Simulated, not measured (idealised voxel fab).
The process module presented herein is designated voxel self aligned vias.
In the cross-section labelled cut, the width is 220 nm and each square cell is 5 nm.
Reading order for cross-sections: top band down to bottom band. Underlying form: a grid of square cells. Band size: one or more rows of cells. Band: top and bottom heights (nm) first, top before bottom; then materials from left to right, widths in nm. "everywhere" marks a sole material filling the band edge to edge. "air" denotes empty space. Beneath 0, the wafer as received is one material, and that level is where height counting begins. The lowest band goes on downward without a bottom; it is written like "0..down". Think of "30 to 40" as a width that walks from the first number to the second as you go down the band, top row to bottom row, taking equal-sized steps from row to row. Reading "nothing got changed" for a step: not a cell of the cross-section changed in it. The entry titled "Closed void list" provides the empty spaces that have no open way to the top, restricted to those of 8 cells or more. Each is presented as width x height at distance, the distance being measured from the left edge, with all three in nm. The remark found on a step's line after its settings is issued by the simulator itself and pertains to that step. Among the settings permitted on a step's line is "overlay nm"; applied to a step with a mask, it specifies the extent to which the mask lay to the right of its planned position, whereas a negative figure signifies a position to the left.
-- Here's what the planned process steps look like
1: RECEIVE (material Si)
2: CONFORMAL_DEP (material SiO2; thk nm 15)
3: CONFORMAL_DEP (material SiCN; thk nm 5)
4: DIRECTIONAL_DEP (material SiO2; thk nm 30)
5: PATTERN (tone open; mask id LINES; material resist; width nm 20; pitch nm 50; thk nm 15; overlay nm 0)
6: DIRECTIONAL_ETCH (etch materials SiO2; depth nm 30)
7: STRIP (etch materials resist)
8: CONFORMAL_DEP (material TiN; thk nm 5)
9: FILL_DEP (material Ru; thk nm 5)
10: CMP (height nm 50)
11: SELECTIVE_ETCH (etch materials W Ru TiN; depth nm 10)
12: FILL_DEP (material SiN; thk nm 10)
13: CMP (height nm 50)
14: DIRECTIONAL_DEP (material SiO2; thk nm 20)
15: DIRECTIONAL_DEP (material aC; thk nm 10)
16: PATTERN (tone open; mask id VIAS; material resist; width nm 30; thk nm 30; overlay nm 0)
17: DIRECTIONAL_ETCH (etch materials aC; depth nm 10)
18: STRIP (etch materials resist)
19: DIRECTIONAL_ETCH (etch materials SiO2; depth nm 20)
20: DIRECTIONAL_ETCH (etch materials SiN; depth nm 10)
21: STRIP (etch materials aC)
22: CONFORMAL_DEP (material TiN; thk nm 5)
23: FILL_DEP (material Ru; thk nm 5)
24: CMP (height nm 70)
25: CONFORMAL_DEP (material SiCN; thk nm 5)
-- Wafer at receipt (post step 1), cross-section
	0..down  Si everywhere
	Closed void list: none
-- Looking at the first of two wafers in cross-section at end of module - ran to plan
	75..70  SiCN everywhere
	70..55  70 of SiO2, then 5 of TiN, then 20 of Ru, then 5 of TiN, then 120 of SiO2
	55..50  70 of SiO2, then 10 of TiN, then 10 of Ru, then 10 of TiN, then 120 of SiO2
	50..45  75 of SiO2, then 5 of TiN, then 10 of Ru, then 5 of TiN, then 30 of SiO2, then 20 of SiN, then 75 of SiO2
	45..40  75 of SiO2, then 20 of TiN, then 30 of SiO2, then 20 of SiN, then 75 of SiO2
	40..25  75 of SiO2, then 5 of TiN, then 10 of Ru, then 5 of TiN, then 30 of SiO2, then 5 of TiN, then 10 of Ru, then 5 of TiN, then 75 of SiO2
	25..20  75 of SiO2, then 20 of TiN, then 30 of SiO2, then 20 of TiN, then 75 of SiO2
	20..15  SiCN everywhere
	15..0  SiO2 everywhere
	0..down  Si everywhere
	Closed void list: none
-- This is the second of the two wafers, cross-sectioned at the end of the module; it started exactly like the first and was given the same plan, but it was run with one mistake
	65..60  SiCN everywhere
	60..50  70 of SiO2, then 5 to 10 of TiN, then 20 to 10 of Ru, then 5 to 10 of TiN, then 120 of SiO2
	50..45  75 of SiO2, then 5 of TiN, then 10 of Ru, then 5 of TiN, then 30 of SiO2, then 20 of SiN, then 75 of SiO2
	45..40  75 of SiO2, then 20 of TiN, then 30 of SiO2, then 20 of SiN, then 75 of SiO2
	40..25  75 of SiO2, then 5 of TiN, then 10 of Ru, then 5 of TiN, then 30 of SiO2, then 5 of TiN, then 10 of Ru, then 5 of TiN, then 75 of SiO2
	25..20  75 of SiO2, then 20 of TiN, then 30 of SiO2, then 20 of TiN, then 75 of SiO2
	20..15  SiCN everywhere
	15..0  SiO2 everywhere
	0..down  Si everywhere
	Closed void list: none
Which mistake was made when the wafer was run? rather than as planned, step 24 actually ran as CMP (height nm 60)
Final wafer comparison in cells, second versus first, more or fewer per material: -8 Ru | -76 SiO2 | -4 TiN
